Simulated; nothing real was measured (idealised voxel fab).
process module | voxel plated lines
cross-section cut | 225 nm wide | cells 5 nm
A cross-section is a grid of square cells, given in bands from the top down. A band is one or more rows of cells.
Each band's line starts with the height of the band's top and of its bottom, in nm. Then come its materials from left to right, each with its width in nm. One material with "throughout" fills the band from edge to edge. "air" is empty space.
Height 0 is the level under which the wafer as received is all one material. The lowest band goes on downwards, as in "0 down".
A width such as "30 to 40" changes by the same amount from each row of cells to the next, from the band's top row to its bottom row.
"no change" after a step means that no cell of the cross-section changed.
closed voids: empty space of 8 cells or more with no open way to the top, each as width x height at its distance from the left edge, in nm
after a step's settings: what the simulator itself notes on the step
overlay nm, on a step with a mask: how far to the right of its planned place the mask lay; to the left if negative
plan
1 op RECEIVE | material Si
2 op CONFORMAL_DEP | material Al2O3 | thk nm 15
3 op DIRECTIONAL_DEP | material TiN | thk nm 5
4 op PATTERN | tone open | mask id LINES | material resist | width nm 20 | pitch nm 45 | thk nm 30 | overlay nm -15
5 op EPI | material Ru | thk nm 5
6 op EPI | material Ru | thk nm 10
7 op STRIP | etch materials resist
8 op DIRECTIONAL_ETCH | etch materials TiN | depth nm 5
9 op CONFORMAL_DEP | material SiN | thk nm 5
varied across the wafers: overlay nm of step 4. The plan shows the first wafer's value. All wafers start alike
first wafer as received, after step 1
  0 down: Si throughout
  closed voids: none
each wafer at the end: cells of each material gained (+) or lost (-) since it was received, then its closed voids
overlay nm -15 | +135 Al2O3 | +48 Ru | +77 SiN | +16 TiN | closed voids: none
overlay nm -10 | +135 Al2O3 | +48 Ru | +77 SiN | +16 TiN | closed voids: none
overlay nm -5 | +135 Al2O3 | +48 Ru | +77 SiN | +16 TiN | closed voids: none
overlay nm 0 | +135 Al2O3 | +48 Ru | +77 SiN | +16 TiN | closed voids: none
overlay nm 5 | +135 Al2O3 | +48 Ru | +77 SiN | +16 TiN | closed voids: none
overlay nm 10 | +135 Al2O3 | +48 Ru | +77 SiN | +16 TiN | closed voids: none
overlay nm 15 | +135 Al2O3 | +48 Ru | +77 SiN | +16 TiN | closed voids: none
